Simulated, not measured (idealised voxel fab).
You're looking at the process module voxel released beams.
This is section cut - it's 250 nm across, gridded in 5 nm square cells.
Cross-sections here: square-cell grids, written as top-down lists of bands, a band being one or more rows of cells. Basically the band line says how high the top is and how high the bottom is, in nm, and then what's in it from left to right, every material with its width in nm. Empty space shows up as "empty", and if a single material carries "full width" it runs the full band edge to edge. Heights are expressed relative to 0, this being the level below which the as-received wafer comprises one material exclusively. The lowest band is unbounded in the downward direction and is denoted as in "top 0, no bottom". Per-row width for "30 to 40": begins at first number (top row of band), ends at second number (bottom row), increment between rows held constant. The cross-section has no changed cell in any step marked "no modifications". Voids not open to the top, 8 cells minimum: see "Sealed cavities". Written width x height at distance; distance is from the left edge; nm. Formally, on a step line, whatever follows the settings is a remark that the simulator itself makes on the step. overlay nm: how far to the right of its planned place the mask lay on this masked step (negative: to the left).

# Listed below are the process steps as planned
1. RECEIVE (material Si)
2. CONFORMAL_DEP (material Al2O3; thk nm 10)
3. DIRECTIONAL_DEP (material SiO2; thk nm 15)
4. DIRECTIONAL_DEP (material aC; thk nm 15)
5. PATTERN (tone open; mask id ANCHOR; material resist; width nm 35; thk nm 35; overlay nm 0)
6. DIRECTIONAL_ETCH (etch materials aC; depth nm 15)
7. STRIP (etch materials resist)
8. DIRECTIONAL_ETCH (etch materials SiO2; depth nm 15)
9. STRIP (etch materials aC)
10. CONFORMAL_DEP (material W; thk nm 10)
11. DIRECTIONAL_DEP (material aC; thk nm 10)
12. PATTERN (tone cover; mask id BEAM; material resist; width nm 95; thk nm 25; overlay nm 0)
13. DIRECTIONAL_ETCH (etch materials aC; depth nm 10)
14. STRIP (etch materials resist)
15. DIRECTIONAL_ETCH (etch materials W; depth nm 10)
16. STRIP (etch materials aC)
17. STRIP (etch materials SiO2)

# first wafer, as planned

# Cross-section of the incoming wafer, state after step 1
- top 0, no bottom | Si full width
- Sealed cavities: none

# Presented here is a cross-section of the wafer after step 2 has been performed
- top 10, bottom 0 | Al2O3 full width
- Under 0: no change, same as before.

# Presented here is a cross-section of the wafer after step 3 has been performed
- top 25, bottom 10 | SiO2 full width
- Under 10: no change, same as before.

# Presented here is a cross-section of the wafer after step 4 has been performed
- top 40, bottom 25 | aC full width
- Under 25: no change, same as before.

# Presented here is a cross-section of the wafer after step 5 has been performed
- top 75, bottom 40 | resist=80, empty=35, resist=135
- Under 40: no change, same as before.

# Presented here is a cross-section of the wafer after step 6 has been performed
- top 60, bottom 40 | resist=80, empty=35, resist=135
- top 40, bottom 25 | aC=80, empty=35, aC=135
- Under 25: no change, same as before.

# Presented here is a cross-section of the wafer after step 7 has been performed
- top 40, bottom 25 | aC=80, empty=35, aC=135
- Under 25: no change, same as before.

# Presented here is a cross-section of the wafer after step 8 has been performed
- top 40, bottom 25 | aC=80, empty=35, aC=135
- top 25, bottom 10 | SiO2=80, empty=35, SiO2=135
- Under 10: no change, same as before.

# Presented here is a cross-section of the wafer after step 9 has been performed
- top 25, bottom 10 | SiO2=80, empty=35, SiO2=135
- Under 10: no change, same as before.

# Presented here is a cross-section of the wafer after step 10 has been performed
- top 35, bottom 25 | W=90, empty=15, W=145
- top 25, bottom 20 | SiO2=80, W=10, empty=15, W=10, SiO2=135
- top 20, bottom 10 | SiO2=80, W=35, SiO2=135
- Under 10: no change, same as before.

# Presented here is a cross-section of the wafer after step 11 has been performed
- top 45, bottom 35 | aC=90, empty=15, aC=145
- top 35, bottom 30 | W=90, empty=15, W=145
- top 30, bottom 25 | W=90, aC=15, W=145
- top 25, bottom 20 | SiO2=80, W=10, aC=15, W=10, SiO2=135
- Under 20: no change, same as before.

# Presented here is a cross-section of the wafer after step 12 has been performed
- top 70, bottom 45 | empty=75, resist=95, empty=80
- top 45, bottom 35 | aC=90, resist=15, aC=145
- top 35, bottom 30 | W=90, resist=15, W=145
- Under 30: no change, same as before.

# Presented here is a cross-section of the wafer after step 13 has been performed
- top 60, bottom 45 | empty=75, resist=95, empty=80
- top 45, bottom 35 | empty=75, aC=15, resist=15, aC=65, empty=80
- Under 35: no change, same as before.

# Presented here is a cross-section of the wafer after step 14 has been performed
- top 45, bottom 35 | empty=75, aC=15, empty=15, aC=65, empty=80
- top 35, bottom 30 | W=90, empty=15, W=145
- Under 30: no change, same as before.

# Presented here is a cross-section of the wafer after step 15 has been performed
- top 45, bottom 35 | empty=75, aC=15, empty=15, aC=65, empty=80
- top 35, bottom 30 | empty=75, W=15, empty=15, W=65, empty=80
- top 30, bottom 25 | empty=75, W=15, aC=15, W=65, empty=80
- Under 25: no change, same as before.

# Presented here is a cross-section of the wafer after step 16 has been performed
- top 35, bottom 25 | empty=75, W=15, empty=15, W=65, empty=80
- top 25, bottom 20 | SiO2=80, W=10, empty=15, W=10, SiO2=135
- Under 20: no change, same as before.

# Presented here is a cross-section of the wafer after step 17 has been performed
- top 35, bottom 25 | empty=75, W=15, empty=15, W=65, empty=80
- top 25, bottom 20 | empty=80, W=10, empty=15, W=10, empty=135
- top 20, bottom 10 | empty=80, W=35, empty=135
- Under 10: no change, same as before.

# The Second Wafer: Common Origin and Plan, One Mistake in Execution, Identical to the First Through Step 4

# Second wafer shown in cross-section at the time step 5 was slated to end
- top 75, bottom 40 | resist=75, empty=35, resist=140
- Under 40: no change, same as before.

# Second wafer shown in cross-section at the time step 6 was slated to end
- top 60, bottom 40 | resist=75, empty=35, resist=140
- top 40, bottom 25 | aC=75, empty=35, aC=140
- Under 25: no change, same as before.

# Second wafer shown in cross-section at the time step 7 was slated to end
- top 40, bottom 25 | aC=75, empty=35, aC=140
- Under 25: no change, same as before.

# Second wafer shown in cross-section at the time step 8 was slated to end
- top 40, bottom 25 | aC=75, empty=35, aC=140
- top 25, bottom 10 | SiO2=75, empty=35, SiO2=140
- Under 10: no change, same as before.

# Second wafer shown in cross-section at the time step 9 was slated to end
- top 25, bottom 10 | SiO2=75, empty=35, SiO2=140
- Under 10: no change, same as before.

# Second wafer shown in cross-section at the time step 10 was slated to end
- top 35, bottom 25 | W=85, empty=15, W=150
- top 25, bottom 20 | SiO2=75, W=10, empty=15, W=10, SiO2=140
- top 20, bottom 10 | SiO2=75, W=35, SiO2=140
- Under 10: no change, same as before.

# Second wafer shown in cross-section at the time step 11 was slated to end
- top 45, bottom 35 | aC=85, empty=15, aC=150
- top 35, bottom 30 | W=85, empty=15, W=150
- top 30, bottom 25 | W=85, aC=15, W=150
- top 25, bottom 20 | SiO2=75, W=10, aC=15, W=10, SiO2=140
- Under 20: no change, same as before.

# Second wafer shown in cross-section at the time step 12 was slated to end
- top 70, bottom 45 | empty=75, resist=95, empty=80
- top 45, bottom 35 | aC=85, resist=15, aC=150
- top 35, bottom 30 | W=85, resist=15, W=150
- Under 30: no change, same as before.

# Second wafer shown in cross-section at the time step 13 was slated to end
- top 60, bottom 45 | empty=75, resist=95, empty=80
- top 45, bottom 35 | empty=75, aC=10, resist=15, aC=70, empty=80
- Under 35: no change, same as before.

# Second wafer shown in cross-section at the time step 14 was slated to end
- top 45, bottom 35 | empty=75, aC=10, empty=15, aC=70, empty=80
- top 35, bottom 30 | W=85, empty=15, W=150
- Under 30: no change, same as before.

# Second wafer shown in cross-section at the time step 15 was slated to end
- top 45, bottom 35 | empty=75, aC=10, empty=15, aC=70, empty=80
- top 35, bottom 30 | empty=75, W=10, empty=15, W=70, empty=80
- top 30, bottom 25 | empty=75, W=10, aC=15, W=70, empty=80
- Under 25: no change, same as before.

# Second wafer shown in cross-section at the time step 16 was slated to end
- top 35, bottom 25 | empty=75, W=10, empty=15, W=70, empty=80
- top 25, bottom 20 | SiO2=75, W=10, empty=15, W=10, SiO2=140
- Under 20: no change, same as before.

# Second wafer shown in cross-section at the time step 17 was slated to end
- top 35, bottom 25 | empty=75, W=10, empty=15, W=70, empty=80
- top 25, bottom 20 | empty=75, W=10, empty=15, W=10, empty=140
- top 20, bottom 10 | empty=75, W=35, empty=140
- Under 10: no change, same as before.
Here's what went sideways: contrary to plan, step 5 was performed as PATTERN (tone open; mask id ANCHOR; material resist; width nm 35; thk nm 35; overlay nm -5)
By the end, you'd get the same cell count for each material on either wafer, but the second wafer puts them somewhere else.
